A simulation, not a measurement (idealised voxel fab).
process module | voxel trench capacitor
cross-section cut | 245 nm wide | cells 5 nm
A cross-section is a grid of square cells, given in bands from the top down. A band is one or more rows of cells.
Each band's line starts with the height of the band's top and of its bottom, in nm. Then come its materials from left to right, each with its width in nm. One material with "throughout" fills the band from edge to edge. "air" is empty space.
Height 0 is the level under which the wafer as received is all one material. The lowest band goes on downwards, as in "0 down".
A width such as "30 to 40" changes by the same amount from each row of cells to the next, from the band's top row to its bottom row.
"no change" after a step means that no cell of the cross-section changed.
closed voids: empty space of 8 cells or more with no open way to the top, each as width x height at its distance from the left edge, in nm
after a step's settings: what the simulator itself notes on the step
overlay nm, on a step with a mask: how far to the right of its planned place the mask lay; to the left if negative
plan
1 op RECEIVE | material Si
2 op CONFORMAL_DEP | material SiN | thk nm 5
3 op DIRECTIONAL_DEP | material aC | thk nm 15
4 op PATTERN | tone open | mask id TRENCH | material resist | width nm 15 | pitch nm 35 | thk nm 35 | overlay nm 0
5 op DIRECTIONAL_ETCH | etch materials aC | depth nm 15
6 op STRIP | etch materials resist
7 op DIRECTIONAL_ETCH | etch materials SiN | depth nm 5
8 op DIRECTIONAL_ETCH | etch materials Si | depth nm 35
9 op STRIP | etch materials aC
10 op CONFORMAL_DEP | material SiO2 | thk nm 5
11 op FILL_DEP | material polySi | thk nm 10
12 op CMP | height nm 5
first wafer, as planned
as received, after step 1
  0 down: Si throughout
  closed voids: none
after step 2
  5 to 0: SiN throughout
  below 0: unchanged
after step 3
  20 to 5: aC throughout
  below 5: unchanged
after step 4
  55 to 20: resist 95 | air 15 | resist 20 | air 15 | resist 100
  below 20: unchanged
after step 5
  40 to 20: resist 95 | air 15 | resist 20 | air 15 | resist 100
  20 to 5: aC 95 | air 15 | aC 20 | air 15 | aC 100
  below 5: unchanged
after step 6
  20 to 5: aC 95 | air 15 | aC 20 | air 15 | aC 100
  below 5: unchanged
after step 7
  20 to 5: aC 95 | air 15 | aC 20 | air 15 | aC 100
  5 to 0: SiN 95 | air 15 | SiN 20 | air 15 | SiN 100
  below 0: unchanged
after step 8
  20 to 5: aC 95 | air 15 | aC 20 | air 15 | aC 100
  5 to 0: SiN 95 | air 15 | SiN 20 | air 15 | SiN 100
  0 to -35: Si 95 | air 15 | Si 20 | air 15 | Si 100
  below -35: unchanged
after step 9
  5 to 0: SiN 95 | air 15 | SiN 20 | air 15 | SiN 100
  below 0: unchanged
after step 10
  10 to 5: SiO2 100 | air 5 | SiO2 30 | air 5 | SiO2 105
  5 to 0: SiN 95 | SiO2 5 | air 5 | SiO2 5 | SiN 20 | SiO2 5 | air 5 | SiO2 5 | SiN 100
  0 to -30: Si 95 | SiO2 5 | air 5 | SiO2 5 | Si 20 | SiO2 5 | air 5 | SiO2 5 | Si 100
  -30 to -35: Si 95 | SiO2 15 | Si 20 | SiO2 15 | Si 100
  below -35: unchanged
after step 11
  20 to 10: polySi throughout
  10 to 5: SiO2 100 | polySi 5 | SiO2 30 | polySi 5 | SiO2 105
  5 to 0: SiN 95 | SiO2 5 | polySi 5 | SiO2 5 | SiN 20 | SiO2 5 | polySi 5 | SiO2 5 | SiN 100
  0 to -30: Si 95 | SiO2 5 | polySi 5 | SiO2 5 | Si 20 | SiO2 5 | polySi 5 | SiO2 5 | Si 100
  below -30: unchanged
after step 12
  5 to 0: SiN 95 | SiO2 5 | polySi 5 | SiO2 5 | SiN 20 | SiO2 5 | polySi 5 | SiO2 5 | SiN 100
  below 0: unchanged
second wafer: like start, like plan, one mistake. Through step 3 it matches the first wafer
when step 4 should have ended
  55 to 20: resist 105 | air 15 | resist 20 | air 15 | resist 90
  below 20: unchanged
when step 5 should have ended
  40 to 20: resist 105 | air 15 | resist 20 | air 15 | resist 90
  20 to 5: aC 105 | air 15 | aC 20 | air 15 | aC 90
  below 5: unchanged
when step 6 should have ended
  20 to 5: aC 105 | air 15 | aC 20 | air 15 | aC 90
  below 5: unchanged
when step 7 should have ended
  20 to 5: aC 105 | air 15 | aC 20 | air 15 | aC 90
  5 to 0: SiN 105 | air 15 | SiN 20 | air 15 | SiN 90
  below 0: unchanged
when step 8 should have ended
  20 to 5: aC 105 | air 15 | aC 20 | air 15 | aC 90
  5 to 0: SiN 105 | air 15 | SiN 20 | air 15 | SiN 90
  0 to -35: Si 105 | air 15 | Si 20 | air 15 | Si 90
  below -35: unchanged
when step 9 should have ended
  5 to 0: SiN 105 | air 15 | SiN 20 | air 15 | SiN 90
  below 0: unchanged
when step 10 should have ended
  10 to 5: SiO2 110 | air 5 | SiO2 30 | air 5 | SiO2 95
  5 to 0: SiN 105 | SiO2 5 | air 5 | SiO2 5 | SiN 20 | SiO2 5 | air 5 | SiO2 5 | SiN 90
  0 to -30: Si 105 | SiO2 5 | air 5 | SiO2 5 | Si 20 | SiO2 5 | air 5 | SiO2 5 | Si 90
  -30 to -35: Si 105 | SiO2 15 | Si 20 | SiO2 15 | Si 90
  below -35: unchanged
when step 11 should have ended
  20 to 10: polySi throughout
  10 to 5: SiO2 110 | polySi 5 | SiO2 30 | polySi 5 | SiO2 95
  5 to 0: SiN 105 | SiO2 5 | polySi 5 | SiO2 5 | SiN 20 | SiO2 5 | polySi 5 | SiO2 5 | SiN 90
  0 to -30: Si 105 | SiO2 5 | polySi 5 | SiO2 5 | Si 20 | SiO2 5 | polySi 5 | SiO2 5 | Si 90
  below -30: unchanged
when step 12 should have ended
  5 to 0: SiN 105 | SiO2 5 | polySi 5 | SiO2 5 | SiN 20 | SiO2 5 | polySi 5 | SiO2 5 | SiN 90
  below 0: unchanged
what went wrong: step 4 ran as: op PATTERN | tone open | mask id TRENCH | material resist | width nm 15 | pitch nm 35 | thk nm 35 | overlay nm 10
at the end the second wafer has, in cells: as many of each material as the first, in other places
